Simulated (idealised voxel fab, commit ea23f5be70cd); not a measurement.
process module | voxel gate over fins
cross-section cut | 145 nm wide | cells 5 nm
A cross-section is a grid of square cells, given in bands from the top down. A band is one or more rows of cells.
Each band's line starts with the height of the band's top and of its bottom, in nm. Then come its materials from left to right, each with its width in nm. One material with "throughout" fills the band from edge to edge. "air" is empty space.
Height 0 is the level under which the wafer as received is all one material. The lowest band goes on downwards, as in "0 down".
A width such as "30 to 40" changes by the same amount from each row of cells to the next, from the band's top row to its bottom row.
"no change" after a step means that no cell of the cross-section changed.
closed voids: empty space of 8 cells or more with no open way to the top, each as width x height at its distance from the left edge, in nm
after a step's settings: what the simulator itself notes on the step
overlay nm, on a step with a mask: how far to the right of its planned place the mask lay; to the left if negative
Each pair below shows a cross-section before one step and the cross-section after it, down to the lowest band that changed. The line under each pair gives the step between them, with its settings. The pairs can come from different runs of this module on the same starting wafer, so a pair continues from the pair above only where its "before" says so.
before
  0 down: Si throughout
  closed voids: none
after
  5 to 0: SiN throughout
  below 0: unchanged
  closed voids: none
the step between: op CONFORMAL_DEP | material SiN | thk nm 5
before: the cross-section after the pair above
after
  5 to 0: air 45 | SiN 15 | air 20 | SiN 15 | air 50
  below 0: unchanged
  closed voids: none
the step between: op MASKED_ETCH | tone cover | mask id FINS | width nm 15 | pitch nm 35 | etch materials SiN | depth nm 5 | overlay nm 0
before: the cross-section after the pair above
after
  5 to 0: air 45 | SiN 15 | air 20 | SiN 15 | air 50
  0 to -30: air 45 | Si 15 | air 20 | Si 15 | air 50
  below -30: unchanged
  closed voids: none
the step between: op MASKED_ETCH | tone cover | mask id FINS | width nm 15 | pitch nm 35 | etch materials Si | depth nm 30 | overlay nm 0
before: the cross-section after the pair above
after
  15 to 5: SiO2 throughout
  5 to 0: SiO2 45 | SiN 15 | SiO2 20 | SiN 15 | SiO2 50
  0 to -30: SiO2 45 | Si 15 | SiO2 20 | Si 15 | SiO2 50
  below -30: unchanged
  closed voids: none
the step between: op FILL_DEP | material SiO2 | thk nm 10
before: the cross-section after the pair above
after
  5 to 0: SiO2 45 | SiN 15 | SiO2 20 | SiN 15 | SiO2 50
  below 0: unchanged
  closed voids: none
the step between: op CMP | height nm 5
before: the cross-section after the pair above
after
  5 to 0: air 45 | SiN 15 | air 20 | SiN 15 | air 50
  0 to -15: air 45 | Si 15 | air 20 | Si 15 | air 50
  below -15: unchanged
  closed voids: none
the step between: op SELECTIVE_ETCH | etch materials SiO2 | depth nm 20
before: the cross-section after the pair above
after
  0 to -15: air 45 | Si 15 | air 20 | Si 15 | air 50
  below -15: unchanged
  closed voids: none
the step between: op STRIP | etch materials SiN
before: the cross-section after the pair above
after
  5 to 0: air 40 | HfO2 25 | air 10 | HfO2 25 | air 45
  0 to -10: air 40 | HfO2 5 | Si 15 | HfO2 5 | air 10 | HfO2 5 | Si 15 | HfO2 5 | air 45
  -10 to -15: HfO2 45 | Si 15 | HfO2 20 | Si 15 | HfO2 50
  below -15: unchanged
  closed voids: none
the step between: op CONFORMAL_DEP | material HfO2 | thk nm 5
before: the cross-section after the pair above
after
  10 to 5: air 35 | TiN 70 | air 40
  5 to 0: air 35 | TiN 5 | HfO2 25 | TiN 10 | HfO2 25 | TiN 5 | air 40
  0 to -5: air 35 | TiN 5 | HfO2 5 | Si 15 | HfO2 5 | TiN 10 | HfO2 5 | Si 15 | HfO2 5 | TiN 5 | air 40
  -5 to -10: TiN 40 | HfO2 5 | Si 15 | HfO2 5 | TiN 10 | HfO2 5 | Si 15 | HfO2 5 | TiN 45
  below -10: unchanged
  closed voids: none
the step between: op CONFORMAL_DEP | material TiN | thk nm 5
before: the cross-section after the pair above
after
  15 to 10: air 30 | TiAl 80 | air 35
  10 to 5: air 30 | TiAl 5 | TiN 70 | TiAl 5 | air 35
  5 to 0: air 30 | TiAl 5 | TiN 5 | HfO2 25 | TiN 10 | HfO2 25 | TiN 5 | TiAl 5 | air 35
  0 to -5: TiAl 35 | TiN 5 | HfO2 5 | Si 15 | HfO2 5 | TiN 10 | HfO2 5 | Si 15 | HfO2 5 | TiN 5 | TiAl 40
  below -5: unchanged
  closed voids: none
the step between: op CONFORMAL_DEP | material TiAl | thk nm 5
before: the cross-section after the pair above
after
  20 to 15: air 25 | TiN 90 | air 30
  15 to 10: air 25 | TiN 5 | TiAl 80 | TiN 5 | air 30
  10 to 5: air 25 | TiN 5 | TiAl 5 | TiN 70 | TiAl 5 | TiN 5 | air 30
  5 to 0: TiN 30 | TiAl 5 | TiN 5 | HfO2 25 | TiN 10 | HfO2 25 | TiN 5 | TiAl 5 | TiN 35
  below 0: unchanged
  closed voids: none
the step between: op CONFORMAL_DEP | material TiN | thk nm 5
before: the cross-section after the pair above
after
  30 to 20: W throughout
  20 to 15: W 25 | TiN 90 | W 30
  15 to 10: W 25 | TiN 5 | TiAl 80 | TiN 5 | W 30
  10 to 5: W 25 | TiN 5 | TiAl 5 | TiN 70 | TiAl 5 | TiN 5 | W 30
  below 5: unchanged
  closed voids: none
the step between: op FILL_DEP | material W | thk nm 10
before: the cross-section after the pair above
after
  25 to 20: W throughout
  below 20: unchanged
  closed voids: none
the step between: op CMP | height nm 25
before: the cross-section after the pair above
after
  30 to 25: SiN throughout
  below 25: unchanged
  closed voids: none
the step between: op CONFORMAL_DEP | material SiN | thk nm 5
before
  10 to 5: air 35 | TiN 70 | air 40
  5 to 0: air 35 | TiN 5 | HfO2 25 | TiN 10 | HfO2 25 | TiN 5 | air 40
  0 to -5: air 35 | TiN 5 | HfO2 5 | Si 15 | HfO2 5 | TiN 10 | HfO2 5 | Si 15 | HfO2 5 | TiN 5 | air 40
  -5 to -10: TiN 40 | HfO2 5 | Si 15 | HfO2 5 | TiN 10 | HfO2 5 | Si 15 | HfO2 5 | TiN 45
  -10 to -15: HfO2 45 | Si 15 | HfO2 20 | Si 15 | HfO2 50
  -15 to -30: SiO2 45 | Si 15 | SiO2 20 | Si 15 | SiO2 50
  -30 down: Si throughout
  closed voids: none
after
  15 to 5: air 30 | TiN 80 | air 35
  5 to 0: air 30 | TiN 10 | HfO2 25 | TiN 10 | HfO2 25 | TiN 10 | air 35
  0 to -10: TiN 40 | HfO2 5 | Si 15 | HfO2 5 | TiN 10 | HfO2 5 | Si 15 | HfO2 5 | TiN 45
  below -10: unchanged
  closed voids: none
the step between: op CONFORMAL_DEP | material TiN | thk nm 5
before: the cross-section after the pair above
after
  25 to 15: W throughout
  15 to 5: W 30 | TiN 80 | W 35
  5 to 0: W 30 | TiN 10 | HfO2 25 | TiN 10 | HfO2 25 | TiN 10 | W 35
  below 0: unchanged
  closed voids: none
the step between: op FILL_DEP | material W | thk nm 10
before: the cross-section after the pair above
after
  30 to 25: SiN throughout
  below 25: unchanged
  closed voids: none
the step between: op CONFORMAL_DEP | material SiN | thk nm 5
before
  5 to 0: air 45 | SiN 15 | air 20 | SiN 15 | air 50
  0 to -30: air 45 | Si 15 | air 20 | Si 15 | air 50
  -30 down: Si throughout
  closed voids: none
after
  5 to 0: air 45 | SiN 15 | air 20 | SiN 15 | air 50
  0 to -60: air 45 | Si 15 | air 20 | Si 15 | air 50
  below -60: unchanged
  closed voids: none
the step between: op MASKED_ETCH | tone cover | mask id FINS | width nm 15 | pitch nm 35 | etch materials Si | depth nm 30 | overlay nm 0
before: the cross-section after the pair above
after
  15 to 5: SiO2 throughout
  5 to 0: SiO2 45 | SiN 15 | SiO2 20 | SiN 15 | SiO2 50
  0 to -60: SiO2 45 | Si 15 | SiO2 20 | Si 15 | SiO2 50
  below -60: unchanged
  closed voids: none
the step between: op FILL_DEP | material SiO2 | thk nm 10
before: the cross-section after the pair above
after
  5 to 0: SiO2 45 | SiN 15 | SiO2 20 | SiN 15 | SiO2 50
  below 0: unchanged
  closed voids: none
the step between: op CMP | height nm 5
before: the cross-section after the pair above
after
  5 to 0: air 45 | SiN 15 | air 20 | SiN 15 | air 50
  0 to -15: air 45 | Si 15 | air 20 | Si 15 | air 50
  below -15: unchanged
  closed voids: none
the step between: op SELECTIVE_ETCH | etch materials SiO2 | depth nm 20
before: the cross-section after the pair above
after
  0 to -15: air 45 | Si 15 | air 20 | Si 15 | air 50
  below -15: unchanged
  closed voids: none
the step between: op STRIP | etch materials SiN
before: the cross-section after the pair above
after
  5 to 0: air 40 | HfO2 25 | air 10 | HfO2 25 | air 45
  0 to -10: air 40 | HfO2 5 | Si 15 | HfO2 5 | air 10 | HfO2 5 | Si 15 | HfO2 5 | air 45
  -10 to -15: HfO2 45 | Si 15 | HfO2 20 | Si 15 | HfO2 50
  below -15: unchanged
  closed voids: none
the step between: op CONFORMAL_DEP | material HfO2 | thk nm 5
before: the cross-section after the pair above
after
  10 to 5: air 35 | TiN 70 | air 40
  5 to 0: air 35 | TiN 5 | HfO2 25 | TiN 10 | HfO2 25 | TiN 5 | air 40
  0 to -5: air 35 | TiN 5 | HfO2 5 | Si 15 | HfO2 5 | TiN 10 | HfO2 5 | Si 15 | HfO2 5 | TiN 5 | air 40
  -5 to -10: TiN 40 | HfO2 5 | Si 15 | HfO2 5 | TiN 10 | HfO2 5 | Si 15 | HfO2 5 | TiN 45
  below -10: unchanged
  closed voids: none
the step between: op CONFORMAL_DEP | material TiN | thk nm 5
before: the cross-section after the pair above
after
  15 to 10: air 30 | TiAl 80 | air 35
  10 to 5: air 30 | TiAl 5 | TiN 70 | TiAl 5 | air 35
  5 to 0: air 30 | TiAl 5 | TiN 5 | HfO2 25 | TiN 10 | HfO2 25 | TiN 5 | TiAl 5 | air 35
  0 to -5: TiAl 35 | TiN 5 | HfO2 5 | Si 15 | HfO2 5 | TiN 10 | HfO2 5 | Si 15 | HfO2 5 | TiN 5 | TiAl 40
  below -5: unchanged
  closed voids: none
the step between: op CONFORMAL_DEP | material TiAl | thk nm 5
before: the cross-section after the pair above
after
  20 to 15: air 25 | TiN 90 | air 30
  15 to 10: air 25 | TiN 5 | TiAl 80 | TiN 5 | air 30
  10 to 5: air 25 | TiN 5 | TiAl 5 | TiN 70 | TiAl 5 | TiN 5 | air 30
  5 to 0: TiN 30 | TiAl 5 | TiN 5 | HfO2 25 | TiN 10 | HfO2 25 | TiN 5 | TiAl 5 | TiN 35
  below 0: unchanged
  closed voids: none
the step between: op CONFORMAL_DEP | material TiN | thk nm 5
before: the cross-section after the pair above
after
  30 to 20: W throughout
  20 to 15: W 25 | TiN 90 | W 30
  15 to 10: W 25 | TiN 5 | TiAl 80 | TiN 5 | W 30
  10 to 5: W 25 | TiN 5 | TiAl 5 | TiN 70 | TiAl 5 | TiN 5 | W 30
  below 5: unchanged
  closed voids: none
the step between: op FILL_DEP | material W | thk nm 10
before: the cross-section after the pair above
after
  25 to 20: W throughout
  below 20: unchanged
  closed voids: none
the step between: op CMP | height nm 25
before: the cross-section after the pair above
after
  30 to 25: SiN throughout
  below 25: unchanged
  closed voids: none
the step between: op CONFORMAL_DEP | material SiN | thk nm 5
before
  0 to -15: air 45 | Si 15 | air 20 | Si 15 | air 50
  -15 to -30: SiO2 45 | Si 15 | SiO2 20 | Si 15 | SiO2 50
  -30 down: Si throughout
  closed voids: none
after
  5 to 0: air 40 | TiN 25 | air 10 | TiN 25 | air 45
  0 to -10: air 40 | TiN 5 | Si 15 | TiN 5 | air 10 | TiN 5 | Si 15 | TiN 5 | air 45
  -10 to -15: TiN 45 | Si 15 | TiN 20 | Si 15 | TiN 50
  below -15: unchanged
  closed voids: none
the step between: op CONFORMAL_DEP | material TiN | thk nm 5
before: the cross-section after the pair above
after
  10 to 5: air 35 | HfO2 70 | air 40
  5 to 0: air 35 | HfO2 5 | TiN 25 | HfO2 10 | TiN 25 | HfO2 5 | air 40
  0 to -5: air 35 | HfO2 5 | TiN 5 | Si 15 | TiN 5 | HfO2 10 | TiN 5 | Si 15 | TiN 5 | HfO2 5 | air 40
  -5 to -10: HfO2 40 | TiN 5 | Si 15 | TiN 5 | HfO2 10 | TiN 5 | Si 15 | TiN 5 | HfO2 45
  below -10: unchanged
  closed voids: none
the step between: op CONFORMAL_DEP | material HfO2 | thk nm 5
before: the cross-section after the pair above
after
  15 to 10: air 30 | TiAl 80 | air 35
  10 to 5: air 30 | TiAl 5 | HfO2 70 | TiAl 5 | air 35
  5 to 0: air 30 | TiAl 5 | HfO2 5 | TiN 25 | HfO2 10 | TiN 25 | HfO2 5 | TiAl 5 | air 35
  0 to -5: TiAl 35 | HfO2 5 | TiN 5 | Si 15 | TiN 5 | HfO2 10 | TiN 5 | Si 15 | TiN 5 | HfO2 5 | TiAl 40
  below -5: unchanged
  closed voids: none
the step between: op CONFORMAL_DEP | material TiAl | thk nm 5
before: the cross-section after the pair above
after
  20 to 15: air 25 | TiN 90 | air 30
  15 to 10: air 25 | TiN 5 | TiAl 80 | TiN 5 | air 30
  10 to 5: air 25 | TiN 5 | TiAl 5 | HfO2 70 | TiAl 5 | TiN 5 | air 30
  5 to 0: TiN 30 | TiAl 5 | HfO2 5 | TiN 25 | HfO2 10 | TiN 25 | HfO2 5 | TiAl 5 | TiN 35
  below 0: unchanged
  closed voids: none
the step between: op CONFORMAL_DEP | material TiN | thk nm 5
before: the cross-section after the pair above
after
  30 to 20: W throughout
  20 to 15: W 25 | TiN 90 | W 30
  15 to 10: W 25 | TiN 5 | TiAl 80 | TiN 5 | W 30
  10 to 5: W 25 | TiN 5 | TiAl 5 | HfO2 70 | TiAl 5 | TiN 5 | W 30
  below 5: unchanged
  closed voids: none
the step between: op FILL_DEP | material W | thk nm 10
before: the cross-section after the pair above
after
  25 to 20: W throughout
  below 20: unchanged
  closed voids: none
the step between: op CMP | height nm 25
before: the cross-section after the pair above
after
  30 to 25: SiN throughout
  below 25: unchanged
  closed voids: none
the step between: op CONFORMAL_DEP | material SiN | thk nm 5
before
  30 to 20: W throughout
  20 to 15: W 25 | TiN 90 | W 30
  15 to 10: W 25 | TiN 5 | TiAl 80 | TiN 5 | W 30
  10 to 5: W 25 | TiN 5 | TiAl 5 | TiN 70 | TiAl 5 | TiN 5 | W 30
  5 to 0: TiN 30 | TiAl 5 | TiN 5 | HfO2 25 | TiN 10 | HfO2 25 | TiN 5 | TiAl 5 | TiN 35
  0 to -5: TiAl 35 | TiN 5 | HfO2 5 | Si 15 | HfO2 5 | TiN 10 | HfO2 5 | Si 15 | HfO2 5 | TiN 5 | TiAl 40
  -5 to -10: TiN 40 | HfO2 5 | Si 15 | HfO2 5 | TiN 10 | HfO2 5 | Si 15 | HfO2 5 | TiN 45
  -10 to -15: HfO2 45 | Si 15 | HfO2 20 | Si 15 | HfO2 50
  -15 to -30: SiO2 45 | Si 15 | SiO2 20 | Si 15 | SiO2 50
  -30 down: Si throughout
  closed voids: none
after
  15 to 10: W 25 | TiN 5 | TiAl 80 | TiN 5 | W 30
  below 10: unchanged
  closed voids: none
the step between: op CMP | height nm 15
before: the cross-section after the pair above
after
  20 to 15: SiN throughout
  below 15: unchanged
  closed voids: none
the step between: op CONFORMAL_DEP | material SiN | thk nm 5
before
  15 to 10: air 30 | TiAl 80 | air 35
  10 to 5: air 30 | TiAl 5 | TiN 70 | TiAl 5 | air 35
  5 to 0: air 30 | TiAl 5 | TiN 5 | HfO2 25 | TiN 10 | HfO2 25 | TiN 5 | TiAl 5 | air 35
  0 to -5: TiAl 35 | TiN 5 | HfO2 5 | Si 15 | HfO2 5 | TiN 10 | HfO2 5 | Si 15 | HfO2 5 | TiN 5 | TiAl 40
  -5 to -10: TiN 40 | HfO2 5 | Si 15 | HfO2 5 | TiN 10 | HfO2 5 | Si 15 | HfO2 5 | TiN 45
  -10 to -15: HfO2 45 | Si 15 | HfO2 20 | Si 15 | HfO2 50
  -15 to -30: SiO2 45 | Si 15 | SiO2 20 | Si 15 | SiO2 50
  -30 down: Si throughout
  closed voids: none
after
  20 to 15: air 25 | HfO2 90 | air 30
  15 to 10: air 25 | HfO2 5 | TiAl 80 | HfO2 5 | air 30
  10 to 5: air 25 | HfO2 5 | TiAl 5 | TiN 70 | TiAl 5 | HfO2 5 | air 30
  5 to 0: HfO2 30 | TiAl 5 | TiN 5 | HfO2 25 | TiN 10 | HfO2 25 | TiN 5 | TiAl 5 | HfO2 35
  below 0: unchanged
  closed voids: none
the step between: op CONFORMAL_DEP | material HfO2 | thk nm 5
before: the cross-section after the pair above
after
  30 to 20: W throughout
  20 to 15: W 25 | HfO2 90 | W 30
  15 to 10: W 25 | HfO2 5 | TiAl 80 | HfO2 5 | W 30
  10 to 5: W 25 | HfO2 5 | TiAl 5 | TiN 70 | TiAl 5 | HfO2 5 | W 30
  below 5: unchanged
  closed voids: none
the step between: op FILL_DEP | material W | thk nm 10
before: the cross-section after the pair above
after
  25 to 20: W throughout
  below 20: unchanged
  closed voids: none
the step between: op CMP | height nm 25
before: the cross-section after the pair above
after
  30 to 25: SiN throughout
  below 25: unchanged
  closed voids: none
the step between: op CONFORMAL_DEP | material SiN | thk nm 5
